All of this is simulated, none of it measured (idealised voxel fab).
process module | voxel capacitor over wiring
cross-section cut | 280 nm wide | cells 5 nm
A cross-section is a grid of square cells, given in bands from the top down. A band is one or more rows of cells.
Each band's line starts with the height of the band's top and of its bottom, in nm. Then come its materials from left to right, each with its width in nm. One material with "throughout" fills the band from edge to edge. "air" is empty space.
Height 0 is the level under which the wafer as received is all one material. The lowest band goes on downwards, as in "0 down".
A width such as "30 to 40" changes by the same amount from each row of cells to the next, from the band's top row to its bottom row.
"no change" after a step means that no cell of the cross-section changed.
closed voids: empty space of 8 cells or more with no open way to the top, each as width x height at its distance from the left edge, in nm
after a step's settings: what the simulator itself notes on the step
overlay nm, on a step with a mask: how far to the right of its planned place the mask lay; to the left if negative
plan
1 op RECEIVE | material Si
2 op CONFORMAL_DEP | material SiO2 | thk nm 15
3 op DIRECTIONAL_DEP | material TiN | thk nm 5
4 op DIRECTIONAL_DEP | material W | thk nm 15
5 op DIRECTIONAL_DEP | material aC | thk nm 10
6 op PATTERN | tone cover | mask id METAL_1 | material resist | width nm 20 | pitch nm 70 | thk nm 30 | overlay nm 0
7 op DIRECTIONAL_ETCH | etch materials aC | depth nm 10
8 op STRIP | etch materials resist
9 op DIRECTIONAL_ETCH | etch materials W | depth nm 15
10 op DIRECTIONAL_ETCH | etch materials TiN | depth nm 5
11 op STRIP | etch materials aC
12 op FILL_DEP | material SiO2 | thk nm 5
13 op CMP | height nm 35
14 op CONFORMAL_DEP | material SiCN | thk nm 5
15 op DIRECTIONAL_DEP | material SiO2 | thk nm 15
16 op MASKED_ETCH | tone open | mask id PLUG_1 | width nm 15 | etch materials SiO2 | depth nm 15 | overlay nm 0
17 op MASKED_ETCH | tone open | mask id PLUG_1 | width nm 15 | etch materials SiCN | depth nm 5 | overlay nm 0
18 op EPI | material Ru | thk nm 10
19 op EPI | material Ru | thk nm 10
20 op DIRECTIONAL_DEP | material TiN | thk nm 10
21 op DIRECTIONAL_DEP | material SiN | thk nm 5
22 op DIRECTIONAL_DEP | material TiN | thk nm 5
23 op PATTERN | tone cover | mask id UPPER_PLATE | material resist | width nm 55 | thk nm 20 | overlay nm 0
24 op DIRECTIONAL_ETCH | etch materials TiN | depth nm 5
25 op DIRECTIONAL_ETCH | etch materials SiN | depth nm 5
26 op STRIP | etch materials resist
27 op DIRECTIONAL_DEP | material aC | thk nm 10
28 op PATTERN | tone cover | mask id LOWER_PLATE | material resist | width nm 65 | thk nm 25 | overlay nm 0
29 op DIRECTIONAL_ETCH | etch materials aC | depth nm 10
30 op STRIP | etch materials resist
31 op DIRECTIONAL_ETCH | etch materials TiN | depth nm 10
32 op STRIP | etch materials aC
33 op FILL_DEP | material SiO2 | thk nm 20
34 op CMP | height nm 90
35 op PATTERN | tone open | mask id PLUG_2 | material resist | width nm 15 | thk nm 15 | overlay nm 0
36 op DIRECTIONAL_ETCH | etch materials SiO2 | depth nm 15
37 op STRIP | etch materials resist
38 op CONFORMAL_DEP | material TiN | thk nm 5
39 op FILL_DEP | material W | thk nm 10
40 op CMP | height nm 90
41 op CONFORMAL_DEP | material SiN | thk nm 5
varied across the wafers: thk nm of step 41. The plan shows the first wafer's value. All wafers start alike
first wafer as received, after step 1
  0 down: Si throughout
  closed voids: none
first wafer at the end, after step 41
  95 to 90: SiN throughout
  90 to 80: SiO2 110 | TiN 5 | W 5 | TiN 5 | SiO2 155
  80 to 70: SiO2 110 to 100 | TiN 15 to 55 | SiO2 155 to 125
  70 to 65: SiO2 100 | SiN 55 | SiO2 125
  65 to 55: SiO2 95 | TiN 65 | SiO2 120
  55 to 40: SiO2 100 | Ru 15 | SiO2 165
  40 to 35: SiCN 100 | Ru 15 | SiCN 165
  35 to 20: SiO2 95 | W 20 | SiO2 50 | W 20 | SiO2 95
  20 to 15: SiO2 95 | TiN 20 | SiO2 50 | TiN 20 | SiO2 95
  15 to 0: SiO2 throughout
  0 down: Si throughout
  closed voids: none
last wafer at the end
  110 to 90: SiN throughout
  90 to 80: SiO2 110 | TiN 5 | W 5 | TiN 5 | SiO2 155
  80 to 70: SiO2 110 to 100 | TiN 15 to 55 | SiO2 155 to 125
  70 to 65: SiO2 100 | SiN 55 | SiO2 125
  65 to 55: SiO2 95 | TiN 65 | SiO2 120
  55 to 40: SiO2 100 | Ru 15 | SiO2 165
  40 to 35: SiCN 100 | Ru 15 | SiCN 165
  35 to 20: SiO2 95 | W 20 | SiO2 50 | W 20 | SiO2 95
  20 to 15: SiO2 95 | TiN 20 | SiO2 50 | TiN 20 | SiO2 95
  15 to 0: SiO2 throughout
  0 down: Si throughout
  closed voids: none
each wafer at the end: cells of each material gained (+) or lost (-) since it was received, then its closed voids
thk nm 5 | +12 Ru | +53 SiCN | +67 SiN | +854 SiO2 | +52 TiN | +26 W | closed voids: none
thk nm 10 | +12 Ru | +53 SiCN | +123 SiN | +854 SiO2 | +52 TiN | +26 W | closed voids: none
thk nm 15 | +12 Ru | +53 SiCN | +179 SiN | +854 SiO2 | +52 TiN | +26 W | closed voids: none
thk nm 20 | +12 Ru | +53 SiCN | +235 SiN | +854 SiO2 | +52 TiN | +26 W | closed voids: none
